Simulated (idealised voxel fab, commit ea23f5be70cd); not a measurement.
process module | voxel transistor to metal
cross-section cut | 215 nm wide | cells 5 nm
A cross-section is a grid of square cells, given in bands from the top down. A band is one or more rows of cells.
Each band's line starts with the height of the band's top and of its bottom, in nm. Then come its materials from left to right, each with its width in nm. One material with "throughout" fills the band from edge to edge. "air" is empty space.
Height 0 is the level under which the wafer as received is all one material. The lowest band goes on downwards, as in "0 down".
A width such as "30 to 40" changes by the same amount from each row of cells to the next, from the band's top row to its bottom row.
"no change" after a step means that no cell of the cross-section changed.
closed voids: empty space of 8 cells or more with no open way to the top, each as width x height at its distance from the left edge, in nm
after a step's settings: what the simulator itself notes on the step
overlay nm, on a step with a mask: how far to the right of its planned place the mask lay; to the left if negative
plan
1 op RECEIVE | material Si
2 op CONFORMAL_DEP | material SiO2 | thk nm 5
3 op CONFORMAL_DEP | material SiN | thk nm 10
4 op DIRECTIONAL_DEP | material aC | thk nm 15
5 op PATTERN | tone cover | mask id ACTIVE | material resist | width nm 115 | thk nm 30 | overlay nm 0
6 op DIRECTIONAL_ETCH | etch materials aC | depth nm 15
7 op STRIP | etch materials resist
8 op DIRECTIONAL_ETCH | etch materials SiN | depth nm 10
9 op DIRECTIONAL_ETCH | etch materials SiO2 | depth nm 5
10 op DIRECTIONAL_ETCH | etch materials Si | depth nm 25
11 op STRIP | etch materials aC
12 op OXIDIZE | depth nm 5
13 op FILL_DEP | material SiO2 | thk nm 15
14 op CMP | height nm 15
15 op SELECTIVE_ETCH | etch materials SiO2 | depth nm 10
16 op STRIP | etch materials SiN
17 op SELECTIVE_ETCH | etch materials SiO2 | depth nm 5
18 op OXIDIZE | depth nm 5
19 op DIRECTIONAL_DEP | material polySi | thk nm 25
20 op DIRECTIONAL_DEP | material SiCN | thk nm 15
21 op DIRECTIONAL_DEP | material aC | thk nm 15
22 op PATTERN | tone cover | mask id GATE | material resist | width nm 25 | thk nm 35 | overlay nm 0
23 op DIRECTIONAL_ETCH | etch materials aC | depth nm 15
24 op STRIP | etch materials resist
25 op DIRECTIONAL_ETCH | etch materials SiCN | depth nm 25
26 op DIRECTIONAL_ETCH | etch materials polySi | depth nm 35
27 op STRIP | etch materials aC
28 op CONFORMAL_DEP | material SiN | thk nm 10
29 op DIRECTIONAL_ETCH | etch materials SiN | depth nm 10
30 op DIRECTIONAL_ETCH | etch materials SiO2 | depth nm 5
31 op DIRECTIONAL_ETCH | etch materials Si | depth nm 5
32 op EPI | material pSi | thk nm 5
33 op FILL_DEP | material SiO2 | thk nm 10
34 op CMP | height nm 25
35 op STRIP | etch materials polySi
36 op SELECTIVE_ETCH | etch materials SiO2 | depth nm 5
37 op CONFORMAL_DEP | material HfO2 | thk nm 5
38 op CONFORMAL_DEP | material TiN | thk nm 5
39 op FILL_DEP | material W | thk nm 10
40 op CMP | height nm 20
41 op DIRECTIONAL_DEP | material SiO2 | thk nm 15
42 op DIRECTIONAL_DEP | material aC | thk nm 15
43 op PATTERN | tone open | mask id CONTACT | material resist | width nm 20 | pitch nm 75 | thk nm 35 | overlay nm 0
44 op DIRECTIONAL_ETCH | etch materials aC | depth nm 15
45 op STRIP | etch materials resist
46 op DIRECTIONAL_ETCH | etch materials SiO2 | depth nm 40
47 op STRIP | etch materials aC
48 op CONFORMAL_DEP | material TiN | thk nm 5
49 op FILL_DEP | material W | thk nm 10
50 op CMP | height nm 35
51 op DIRECTIONAL_DEP | material TiN | thk nm 5
52 op DIRECTIONAL_DEP | material W | thk nm 25
53 op DIRECTIONAL_DEP | material aC | thk nm 10
54 op PATTERN | tone cover | mask id METAL_1 | material resist | width nm 20 | pitch nm 75 | thk nm 25 | overlay nm 0
55 op DIRECTIONAL_ETCH | etch materials aC | depth nm 10
56 op STRIP | etch materials resist
57 op DIRECTIONAL_ETCH | etch materials W | depth nm 25
58 op DIRECTIONAL_ETCH | etch materials TiN | depth nm 5
59 op STRIP | etch materials aC
60 op FILL_DEP | material SiO2 | thk nm 10
61 op CMP | height nm 65
62 op CONFORMAL_DEP | material SiCN | thk nm 5
63 op DIRECTIONAL_DEP | material SiO2 | thk nm 35
64 op MASKED_ETCH | tone open | mask id METAL_2 | width nm 20 | pitch nm 75 | etch materials SiO2 | depth nm 20 | overlay nm 0
65 op PATTERN | tone open | mask id METAL_2_HOLES | material resist | width nm 15 | pitch nm 75 | thk nm 20 | overlay nm 0
66 op DIRECTIONAL_ETCH | etch materials SiO2 | depth nm 15
67 op DIRECTIONAL_ETCH | etch materials SiCN | depth nm 5
68 op STRIP | etch materials resist
69 op CONFORMAL_DEP | material TiN | thk nm 5
70 op FILL_DEP | material Ru | thk nm 5
71 op CMP | height nm 105
72 op CONFORMAL_DEP | material SiN | thk nm 5
first wafer, as planned
as received, after step 1
  0 down: Si throughout
  closed voids: none
after step 2
  5 to 0: SiO2 throughout
  below 0: unchanged
after step 3
  15 to 5: SiN throughout
  below 5: unchanged
after step 4
  30 to 15: aC throughout
  below 15: unchanged
after step 5
  60 to 30: air 50 | resist 115 | air 50
  below 30: unchanged
after step 6
  45 to 30: air 50 | resist 115 | air 50
  30 to 15: air 50 | aC 115 | air 50
  below 15: unchanged
after step 7
  30 to 15: air 50 | aC 115 | air 50
  below 15: unchanged
after step 8
  30 to 15: air 50 | aC 115 | air 50
  15 to 5: air 50 | SiN 115 | air 50
  below 5: unchanged
after step 9
  30 to 15: air 50 | aC 115 | air 50
  15 to 5: air 50 | SiN 115 | air 50
  5 to 0: air 50 | SiO2 115 | air 50
  below 0: unchanged
after step 10
  30 to 15: air 50 | aC 115 | air 50
  15 to 5: air 50 | SiN 115 | air 50
  5 to 0: air 50 | SiO2 115 | air 50
  0 to -25: air 50 | Si 115 | air 50
  below -25: unchanged
after step 11
  15 to 5: air 50 | SiN 115 | air 50
  below 5: unchanged
after step 12
  15 to 5: air 50 | SiN 115 | air 50
  5 to 0: air 50 | SiO2 115 | air 50
  0 to -25: air 50 | SiO2 5 | Si 105 | SiO2 5 | air 50
  -25 to -30: SiO2 55 | Si 105 | SiO2 55
  below -30: unchanged
after step 13
  30 to 15: SiO2 throughout
  15 to 5: SiO2 50 | SiN 115 | SiO2 50
  5 to 0: SiO2 throughout
  0 to -30: SiO2 55 | Si 105 | SiO2 55
  below -30: unchanged
after step 14
  15 to 5: SiO2 50 | SiN 115 | SiO2 50
  below 5: unchanged
after step 15
  15 to 5: air 50 | SiN 115 | air 50
  below 5: unchanged
after step 16
  5 to 0: SiO2 throughout
  below 0: unchanged
after step 17
  0 to -30: SiO2 55 | Si 105 | SiO2 55
  below -30: unchanged
after step 18
  0 to -5: SiO2 throughout
  below -5: unchanged
after step 19
  25 to 0: polySi throughout
  below 0: unchanged
after step 20
  40 to 25: SiCN throughout
  below 25: unchanged
after step 21
  55 to 40: aC throughout
  below 40: unchanged
after step 22
  90 to 55: air 95 | resist 25 | air 95
  below 55: unchanged
after step 23
  75 to 55: air 95 | resist 25 | air 95
  55 to 40: air 95 | aC 25 | air 95
  below 40: unchanged
after step 24
  55 to 40: air 95 | aC 25 | air 95
  below 40: unchanged
after step 25
  55 to 40: air 95 | aC 25 | air 95
  40 to 25: air 95 | SiCN 25 | air 95
  below 25: unchanged
after step 26
  55 to 40: air 95 | aC 25 | air 95
  40 to 25: air 95 | SiCN 25 | air 95
  25 to 0: air 95 | polySi 25 | air 95
  below 0: unchanged
after step 27
  40 to 25: air 95 | SiCN 25 | air 95
  below 25: unchanged
after step 28
  50 to 40: air 85 | SiN 45 | air 85
  40 to 25: air 85 | SiN 10 | SiCN 25 | SiN 10 | air 85
  25 to 10: air 85 | SiN 10 | polySi 25 | SiN 10 | air 85
  10 to 0: SiN 95 | polySi 25 | SiN 95
  below 0: unchanged
after step 29
  40 to 25: air 85 | SiN 10 | SiCN 25 | SiN 10 | air 85
  25 to 0: air 85 | SiN 10 | polySi 25 | SiN 10 | air 85
  below 0: unchanged
after step 30
  40 to 25: air 85 | SiN 10 | SiCN 25 | SiN 10 | air 85
  25 to 0: air 85 | SiN 10 | polySi 25 | SiN 10 | air 85
  0 to -5: air 85 | SiO2 45 | air 85
  below -5: unchanged
after step 31
  40 to 25: air 85 | SiN 10 | SiCN 25 | SiN 10 | air 85
  25 to 0: air 85 | SiN 10 | polySi 25 | SiN 10 | air 85
  0 to -5: air 85 | SiO2 45 | air 85
  -5 to -10: SiO2 55 | air 30 | Si 45 | air 30 | SiO2 55
  below -10: unchanged
after step 32
  40 to 25: air 85 | SiN 10 | SiCN 25 | SiN 10 | air 85
  25 to 0: air 85 | SiN 10 | polySi 25 | SiN 10 | air 85
  0 to -5: air 80 | pSi 5 | SiO2 45 | pSi 5 | air 80
  -5 to -10: SiO2 55 | pSi 30 | Si 45 | pSi 30 | SiO2 55
  below -10: unchanged
after step 33
  50 to 40: SiO2 throughout
  40 to 25: SiO2 85 | SiN 10 | SiCN 25 | SiN 10 | SiO2 85
  25 to 0: SiO2 85 | SiN 10 | polySi 25 | SiN 10 | SiO2 85
  0 to -5: SiO2 80 | pSi 5 | SiO2 45 | pSi 5 | SiO2 80
  below -5: unchanged
after step 34
  25 to 0: SiO2 85 | SiN 10 | polySi 25 | SiN 10 | SiO2 85
  below 0: unchanged
after step 35
  25 to 0: SiO2 85 | SiN 10 | air 25 | SiN 10 | SiO2 85
  below 0: unchanged
after step 36
  25 to 20: air 85 | SiN 10 | air 25 | SiN 10 | air 85
  20 to 0: SiO2 85 | SiN 10 | air 25 | SiN 10 | SiO2 85
  0 to -5: SiO2 80 | pSi 5 | SiO2 5 | air 35 | SiO2 5 | pSi 5 | SiO2 80
  below -5: unchanged
after step 37
  30 to 25: air 80 | HfO2 20 | air 15 | HfO2 20 | air 80
  25 to 20: HfO2 85 | SiN 10 | HfO2 5 | air 15 | HfO2 5 | SiN 10 | HfO2 85
  20 to 0: SiO2 85 | SiN 10 | HfO2 5 | air 15 | HfO2 5 | SiN 10 | SiO2 85
  0 to -5: SiO2 80 | pSi 5 | SiO2 5 | HfO2 35 | SiO2 5 | pSi 5 | SiO2 80
  below -5: unchanged
after step 38
  35 to 30: air 75 | TiN 30 | air 5 | TiN 30 | air 75
  30 to 25: TiN 80 | HfO2 20 | TiN 5 | air 5 | TiN 5 | HfO2 20 | TiN 80
  25 to 20: HfO2 85 | SiN 10 | HfO2 5 | TiN 5 | air 5 | TiN 5 | HfO2 5 | SiN 10 | HfO2 85
  20 to 5: SiO2 85 | SiN 10 | HfO2 5 | TiN 5 | air 5 | TiN 5 | HfO2 5 | SiN 10 | SiO2 85
  5 to 0: SiO2 85 | SiN 10 | HfO2 5 | TiN 15 | HfO2 5 | SiN 10 | SiO2 85
  below 0: unchanged
after step 39
  45 to 35: W throughout
  35 to 30: W 75 | TiN 30 | W 5 | TiN 30 | W 75
  30 to 25: TiN 80 | HfO2 20 | TiN 5 | W 5 | TiN 5 | HfO2 20 | TiN 80
  25 to 20: HfO2 85 | SiN 10 | HfO2 5 | TiN 5 | W 5 | TiN 5 | HfO2 5 | SiN 10 | HfO2 85
  20 to 5: SiO2 85 | SiN 10 | HfO2 5 | TiN 5 | W 5 | TiN 5 | HfO2 5 | SiN 10 | SiO2 85
  below 5: unchanged
after step 40
  20 to 5: SiO2 85 | SiN 10 | HfO2 5 | TiN 5 | W 5 | TiN 5 | HfO2 5 | SiN 10 | SiO2 85
  below 5: unchanged
after step 41
  35 to 20: SiO2 throughout
  below 20: unchanged
after step 42
  50 to 35: aC throughout
  below 35: unchanged
after step 43
  85 to 50: resist 60 | air 20 | resist 55 | air 20 | resist 60
  below 50: unchanged
after step 44
  70 to 50: resist 60 | air 20 | resist 55 | air 20 | resist 60
  50 to 35: aC 60 | air 20 | aC 55 | air 20 | aC 60
  below 35: unchanged
after step 45
  50 to 35: aC 60 | air 20 | aC 55 | air 20 | aC 60
  below 35: unchanged
after step 46
  50 to 35: aC 60 | air 20 | aC 55 | air 20 | aC 60
  35 to 20: SiO2 60 | air 20 | SiO2 55 | air 20 | SiO2 60
  20 to 5: SiO2 60 | air 20 | SiO2 5 | SiN 10 | HfO2 5 | TiN 5 | W 5 | TiN 5 | HfO2 5 | SiN 10 | SiO2 5 | air 20 | SiO2 60
  5 to 0: SiO2 60 | air 20 | SiO2 5 | SiN 10 | HfO2 5 | TiN 15 | HfO2 5 | SiN 10 | SiO2 5 | air 20 | SiO2 60
  0 to -5: SiO2 60 | air 20 | pSi 5 | SiO2 5 | HfO2 35 | SiO2 5 | pSi 5 | air 20 | SiO2 60
  below -5: unchanged
after step 47
  35 to 20: SiO2 60 | air 20 | SiO2 55 | air 20 | SiO2 60
  below 20: unchanged
after step 48
  40 to 35: TiN 65 | air 10 | TiN 65 | air 10 | TiN 65
  35 to 20: SiO2 60 | TiN 5 | air 10 | TiN 5 | SiO2 55 | TiN 5 | air 10 | TiN 5 | SiO2 60
  20 to 5: SiO2 60 | TiN 5 | air 10 | TiN 5 | SiO2 5 | SiN 10 | HfO2 5 | TiN 5 | W 5 | TiN 5 | HfO2 5 | SiN 10 | SiO2 5 | TiN 5 | air 10 | TiN 5 | SiO2 60
  5 to 0: SiO2 60 | TiN 5 | air 10 | TiN 5 | SiO2 5 | SiN 10 | HfO2 5 | TiN 15 | HfO2 5 | SiN 10 | SiO2 5 | TiN 5 | air 10 | TiN 5 | SiO2 60
  0 to -5: SiO2 60 | TiN 20 | pSi 5 | SiO2 5 | HfO2 35 | SiO2 5 | pSi 5 | TiN 20 | SiO2 60
  below -5: unchanged
after step 49
  50 to 40: W throughout
  40 to 35: TiN 65 | W 10 | TiN 65 | W 10 | TiN 65
  35 to 20: SiO2 60 | TiN 5 | W 10 | TiN 5 | SiO2 55 | TiN 5 | W 10 | TiN 5 | SiO2 60
  20 to 5: SiO2 60 | TiN 5 | W 10 | TiN 5 | SiO2 5 | SiN 10 | HfO2 5 | TiN 5 | W 5 | TiN 5 | HfO2 5 | SiN 10 | SiO2 5 | TiN 5 | W 10 | TiN 5 | SiO2 60
  5 to 0: SiO2 60 | TiN 5 | W 10 | TiN 5 | SiO2 5 | SiN 10 | HfO2 5 | TiN 15 | HfO2 5 | SiN 10 | SiO2 5 | TiN 5 | W 10 | TiN 5 | SiO2 60
  below 0: unchanged
after step 50
  35 to 20: SiO2 60 | TiN 5 | W 10 | TiN 5 | SiO2 55 | TiN 5 | W 10 | TiN 5 | SiO2 60
  below 20: unchanged
after step 51
  40 to 35: TiN throughout
  below 35: unchanged
after step 52
  65 to 40: W throughout
  below 40: unchanged
after step 53
  75 to 65: aC throughout
  below 65: unchanged
after step 54
  100 to 75: air 60 | resist 20 | air 55 | resist 20 | air 60
  below 75: unchanged
after step 55
  90 to 75: air 60 | resist 20 | air 55 | resist 20 | air 60
  75 to 65: air 60 | aC 20 | air 55 | aC 20 | air 60
  below 65: unchanged
after step 56
  75 to 65: air 60 | aC 20 | air 55 | aC 20 | air 60
  below 65: unchanged
after step 57
  75 to 65: air 60 | aC 20 | air 55 | aC 20 | air 60
  65 to 40: air 60 | W 20 | air 55 | W 20 | air 60
  below 40: unchanged
after step 58
  75 to 65: air 60 | aC 20 | air 55 | aC 20 | air 60
  65 to 40: air 60 | W 20 | air 55 | W 20 | air 60
  40 to 35: air 60 | TiN 20 | air 55 | TiN 20 | air 60
  below 35: unchanged
after step 59
  65 to 40: air 60 | W 20 | air 55 | W 20 | air 60
  below 40: unchanged
after step 60
  75 to 65: SiO2 throughout
  65 to 40: SiO2 60 | W 20 | SiO2 55 | W 20 | SiO2 60
  40 to 35: SiO2 60 | TiN 20 | SiO2 55 | TiN 20 | SiO2 60
  below 35: unchanged
after step 61
  65 to 40: SiO2 60 | W 20 | SiO2 55 | W 20 | SiO2 60
  below 40: unchanged
after step 62
  70 to 65: SiCN throughout
  below 65: unchanged
after step 63
  105 to 70: SiO2 throughout
  below 70: unchanged
after step 64
  105 to 85: SiO2 60 | air 20 | SiO2 55 | air 20 | SiO2 60
  below 85: unchanged
after step 65
  125 to 105: resist 60 | air 15 | resist 60 | air 15 | resist 65
  105 to 85: SiO2 60 | air 15 | resist 5 | SiO2 55 | air 15 | resist 5 | SiO2 60
  below 85: unchanged
after step 66
  125 to 105: resist 60 | air 15 | resist 60 | air 15 | resist 65
  105 to 85: SiO2 60 | air 15 | resist 5 | SiO2 55 | air 15 | resist 5 | SiO2 60
  85 to 70: SiO2 60 | air 15 | SiO2 60 | air 15 | SiO2 65
  below 70: unchanged
after step 67
  125 to 105: resist 60 | air 15 | resist 60 | air 15 | resist 65
  105 to 85: SiO2 60 | air 15 | resist 5 | SiO2 55 | air 15 | resist 5 | SiO2 60
  85 to 70: SiO2 60 | air 15 | SiO2 60 | air 15 | SiO2 65
  70 to 65: SiCN 60 | air 15 | SiCN 60 | air 15 | SiCN 65
  below 65: unchanged
after step 68
  105 to 85: SiO2 60 | air 20 | SiO2 55 | air 20 | SiO2 60
  below 85: unchanged
after step 69
  110 to 105: TiN 65 | air 10 | TiN 65 | air 10 | TiN 65
  105 to 90: SiO2 60 | TiN 5 | air 10 | TiN 5 | SiO2 55 | TiN 5 | air 10 | TiN 5 | SiO2 60
  90 to 85: SiO2 60 | TiN 5 | air 5 | TiN 10 | SiO2 55 | TiN 5 | air 5 | TiN 10 | SiO2 60
  85 to 70: SiO2 60 | TiN 5 | air 5 | TiN 5 | SiO2 60 | TiN 5 | air 5 | TiN 5 | SiO2 65
  70 to 65: SiCN 60 | TiN 15 | SiCN 60 | TiN 15 | SiCN 65
  below 65: unchanged
after step 70
  115 to 110: Ru throughout
  110 to 105: TiN 65 | Ru 10 | TiN 65 | Ru 10 | TiN 65
  105 to 90: SiO2 60 | TiN 5 | Ru 10 | TiN 5 | SiO2 55 | TiN 5 | Ru 10 | TiN 5 | SiO2 60
  90 to 85: SiO2 60 | TiN 5 | Ru 5 | TiN 10 | SiO2 55 | TiN 5 | Ru 5 | TiN 10 | SiO2 60
  85 to 70: SiO2 60 | TiN 5 | Ru 5 | TiN 5 | SiO2 60 | TiN 5 | Ru 5 | TiN 5 | SiO2 65
  below 70: unchanged
after step 71
  105 to 90: SiO2 60 | TiN 5 | Ru 10 | TiN 5 | SiO2 55 | TiN 5 | Ru 10 | TiN 5 | SiO2 60
  below 90: unchanged
after step 72
  110 to 105: SiN throughout
  below 105: unchanged
second wafer: like start, like plan, one mistake. Through step 28 it matches the first wafer
when step 29 should have ended
  45 to 40: air 85 | SiN 45 | air 85
  40 to 25: air 85 | SiN 10 | SiCN 25 | SiN 10 | air 85
  25 to 5: air 85 | SiN 10 | polySi 25 | SiN 10 | air 85
  below 5: unchanged
when step 30 should have ended: no change
when step 31 should have ended: no change
when step 32 should have ended: no change
when step 33 should have ended
  55 to 45: SiO2 throughout
  45 to 40: SiO2 85 | SiN 45 | SiO2 85
  40 to 25: SiO2 85 | SiN 10 | SiCN 25 | SiN 10 | SiO2 85
  25 to 5: SiO2 85 | SiN 10 | polySi 25 | SiN 10 | SiO2 85
  below 5: unchanged
when step 34 should have ended
  25 to 5: SiO2 85 | SiN 10 | polySi 25 | SiN 10 | SiO2 85
  below 5: unchanged
when step 35 should have ended
  25 to 5: SiO2 85 | SiN 10 | air 25 | SiN 10 | SiO2 85
  5 to 0: SiN 95 | air 25 | SiN 95
  below 0: unchanged
when step 36 should have ended
  25 to 20: air 85 | SiN 10 | air 25 | SiN 10 | air 85
  20 to 5: SiO2 85 | SiN 10 | air 25 | SiN 10 | SiO2 85
  5 to 0: SiN 95 | air 25 | SiN 95
  0 to -5: SiO2 90 | air 35 | SiO2 90
  below -5: unchanged
when step 37 should have ended
  30 to 25: air 80 | HfO2 20 | air 15 | HfO2 20 | air 80
  25 to 20: HfO2 85 | SiN 10 | HfO2 5 | air 15 | HfO2 5 | SiN 10 | HfO2 85
  20 to 5: SiO2 85 | SiN 10 | HfO2 5 | air 15 | HfO2 5 | SiN 10 | SiO2 85
  5 to 0: SiN 95 | HfO2 5 | air 15 | HfO2 5 | SiN 95
  0 to -5: SiO2 90 | HfO2 35 | SiO2 90
  below -5: unchanged
when step 38 should have ended
  35 to 30: air 75 | TiN 30 | air 5 | TiN 30 | air 75
  30 to 25: TiN 80 | HfO2 20 | TiN 5 | air 5 | TiN 5 | HfO2 20 | TiN 80
  25 to 20: HfO2 85 | SiN 10 | HfO2 5 | TiN 5 | air 5 | TiN 5 | HfO2 5 | SiN 10 | HfO2 85
  20 to 5: SiO2 85 | SiN 10 | HfO2 5 | TiN 5 | air 5 | TiN 5 | HfO2 5 | SiN 10 | SiO2 85
  5 to 0: SiN 95 | HfO2 5 | TiN 15 | HfO2 5 | SiN 95
  below 0: unchanged
when step 39 should have ended
  45 to 35: W throughout
  35 to 30: W 75 | TiN 30 | W 5 | TiN 30 | W 75
  30 to 25: TiN 80 | HfO2 20 | TiN 5 | W 5 | TiN 5 | HfO2 20 | TiN 80
  25 to 20: HfO2 85 | SiN 10 | HfO2 5 | TiN 5 | W 5 | TiN 5 | HfO2 5 | SiN 10 | HfO2 85
  20 to 5: SiO2 85 | SiN 10 | HfO2 5 | TiN 5 | W 5 | TiN 5 | HfO2 5 | SiN 10 | SiO2 85
  below 5: unchanged
when step 40 should have ended
  20 to 5: SiO2 85 | SiN 10 | HfO2 5 | TiN 5 | W 5 | TiN 5 | HfO2 5 | SiN 10 | SiO2 85
  below 5: unchanged
when step 41 should have ended
  35 to 20: SiO2 throughout
  below 20: unchanged
when step 42 should have ended
  50 to 35: aC throughout
  below 35: unchanged
when step 43 should have ended
  85 to 50: resist 60 | air 20 | resist 55 | air 20 | resist 60
  below 50: unchanged
when step 44 should have ended
  70 to 50: resist 60 | air 20 | resist 55 | air 20 | resist 60
  50 to 35: aC 60 | air 20 | aC 55 | air 20 | aC 60
  below 35: unchanged
when step 45 should have ended
  50 to 35: aC 60 | air 20 | aC 55 | air 20 | aC 60
  below 35: unchanged
when step 46 should have ended
  50 to 35: aC 60 | air 20 | aC 55 | air 20 | aC 60
  35 to 20: SiO2 60 | air 20 | SiO2 55 | air 20 | SiO2 60
  20 to 5: SiO2 60 | air 20 | SiO2 5 | SiN 10 | HfO2 5 | TiN 5 | W 5 | TiN 5 | HfO2 5 | SiN 10 | SiO2 5 | air 20 | SiO2 60
  below 5: unchanged
when step 47 should have ended
  35 to 20: SiO2 60 | air 20 | SiO2 55 | air 20 | SiO2 60
  below 20: unchanged
when step 48 should have ended
  40 to 35: TiN 65 | air 10 | TiN 65 | air 10 | TiN 65
  35 to 20: SiO2 60 | TiN 5 | air 10 | TiN 5 | SiO2 55 | TiN 5 | air 10 | TiN 5 | SiO2 60
  20 to 10: SiO2 60 | TiN 5 | air 10 | TiN 5 | SiO2 5 | SiN 10 | HfO2 5 | TiN 5 | W 5 | TiN 5 | HfO2 5 | SiN 10 | SiO2 5 | TiN 5 | air 10 | TiN 5 | SiO2 60
  10 to 5: SiO2 60 | TiN 20 | SiO2 5 | SiN 10 | HfO2 5 | TiN 5 | W 5 | TiN 5 | HfO2 5 | SiN 10 | SiO2 5 | TiN 20 | SiO2 60
  below 5: unchanged
when step 49 should have ended
  50 to 40: W throughout
  40 to 35: TiN 65 | W 10 | TiN 65 | W 10 | TiN 65
  35 to 20: SiO2 60 | TiN 5 | W 10 | TiN 5 | SiO2 55 | TiN 5 | W 10 | TiN 5 | SiO2 60
  20 to 10: SiO2 60 | TiN 5 | W 10 | TiN 5 | SiO2 5 | SiN 10 | HfO2 5 | TiN 5 | W 5 | TiN 5 | HfO2 5 | SiN 10 | SiO2 5 | TiN 5 | W 10 | TiN 5 | SiO2 60
  below 10: unchanged
when step 50 should have ended
  35 to 20: SiO2 60 | TiN 5 | W 10 | TiN 5 | SiO2 55 | TiN 5 | W 10 | TiN 5 | SiO2 60
  below 20: unchanged
when step 51 should have ended
  40 to 35: TiN throughout
  below 35: unchanged
when step 52 should have ended
  65 to 40: W throughout
  below 40: unchanged
when step 53 should have ended
  75 to 65: aC throughout
  below 65: unchanged
when step 54 should have ended
  100 to 75: air 60 | resist 20 | air 55 | resist 20 | air 60
  below 75: unchanged
when step 55 should have ended
  90 to 75: air 60 | resist 20 | air 55 | resist 20 | air 60
  75 to 65: air 60 | aC 20 | air 55 | aC 20 | air 60
  below 65: unchanged
when step 56 should have ended
  75 to 65: air 60 | aC 20 | air 55 | aC 20 | air 60
  below 65: unchanged
when step 57 should have ended
  75 to 65: air 60 | aC 20 | air 55 | aC 20 | air 60
  65 to 40: air 60 | W 20 | air 55 | W 20 | air 60
  below 40: unchanged
when step 58 should have ended
  75 to 65: air 60 | aC 20 | air 55 | aC 20 | air 60
  65 to 40: air 60 | W 20 | air 55 | W 20 | air 60
  40 to 35: air 60 | TiN 20 | air 55 | TiN 20 | air 60
  below 35: unchanged
when step 59 should have ended
  65 to 40: air 60 | W 20 | air 55 | W 20 | air 60
  below 40: unchanged
when step 60 should have ended
  75 to 65: SiO2 throughout
  65 to 40: SiO2 60 | W 20 | SiO2 55 | W 20 | SiO2 60
  40 to 35: SiO2 60 | TiN 20 | SiO2 55 | TiN 20 | SiO2 60
  below 35: unchanged
when step 61 should have ended
  65 to 40: SiO2 60 | W 20 | SiO2 55 | W 20 | SiO2 60
  below 40: unchanged
when step 62 should have ended
  70 to 65: SiCN throughout
  below 65: unchanged
when step 63 should have ended
  105 to 70: SiO2 throughout
  below 70: unchanged
when step 64 should have ended
  105 to 85: SiO2 60 | air 20 | SiO2 55 | air 20 | SiO2 60
  below 85: unchanged
when step 65 should have ended
  125 to 105: resist 60 | air 15 | resist 60 | air 15 | resist 65
  105 to 85: SiO2 60 | air 15 | resist 5 | SiO2 55 | air 15 | resist 5 | SiO2 60
  below 85: unchanged
when step 66 should have ended
  125 to 105: resist 60 | air 15 | resist 60 | air 15 | resist 65
  105 to 85: SiO2 60 | air 15 | resist 5 | SiO2 55 | air 15 | resist 5 | SiO2 60
  85 to 70: SiO2 60 | air 15 | SiO2 60 | air 15 | SiO2 65
  below 70: unchanged
when step 67 should have ended
  125 to 105: resist 60 | air 15 | resist 60 | air 15 | resist 65
  105 to 85: SiO2 60 | air 15 | resist 5 | SiO2 55 | air 15 | resist 5 | SiO2 60
  85 to 70: SiO2 60 | air 15 | SiO2 60 | air 15 | SiO2 65
  70 to 65: SiCN 60 | air 15 | SiCN 60 | air 15 | SiCN 65
  below 65: unchanged
when step 68 should have ended
  105 to 85: SiO2 60 | air 20 | SiO2 55 | air 20 | SiO2 60
  below 85: unchanged
when step 69 should have ended
  110 to 105: TiN 65 | air 10 | TiN 65 | air 10 | TiN 65
  105 to 90: SiO2 60 | TiN 5 | air 10 | TiN 5 | SiO2 55 | TiN 5 | air 10 | TiN 5 | SiO2 60
  90 to 85: SiO2 60 | TiN 5 | air 5 | TiN 10 | SiO2 55 | TiN 5 | air 5 | TiN 10 | SiO2 60
  85 to 70: SiO2 60 | TiN 5 | air 5 | TiN 5 | SiO2 60 | TiN 5 | air 5 | TiN 5 | SiO2 65
  70 to 65: SiCN 60 | TiN 15 | SiCN 60 | TiN 15 | SiCN 65
  below 65: unchanged
when step 70 should have ended
  115 to 110: Ru throughout
  110 to 105: TiN 65 | Ru 10 | TiN 65 | Ru 10 | TiN 65
  105 to 90: SiO2 60 | TiN 5 | Ru 10 | TiN 5 | SiO2 55 | TiN 5 | Ru 10 | TiN 5 | SiO2 60
  90 to 85: SiO2 60 | TiN 5 | Ru 5 | TiN 10 | SiO2 55 | TiN 5 | Ru 5 | TiN 10 | SiO2 60
  85 to 70: SiO2 60 | TiN 5 | Ru 5 | TiN 5 | SiO2 60 | TiN 5 | Ru 5 | TiN 5 | SiO2 65
  below 70: unchanged
when step 71 should have ended
  105 to 90: SiO2 60 | TiN 5 | Ru 10 | TiN 5 | SiO2 55 | TiN 5 | Ru 10 | TiN 5 | SiO2 60
  below 90: unchanged
when step 72 should have ended
  110 to 105: SiN throughout
  below 105: unchanged
what went wrong: step 29 ran as: op DIRECTIONAL_ETCH | etch materials SiN | depth nm 5
at the end the second wafer has, in cells: 12 more of Si | 34 more of SiN | 16 fewer of SiO2 | 8 fewer of TiN | 8 fewer of W | 14 fewer of pSi
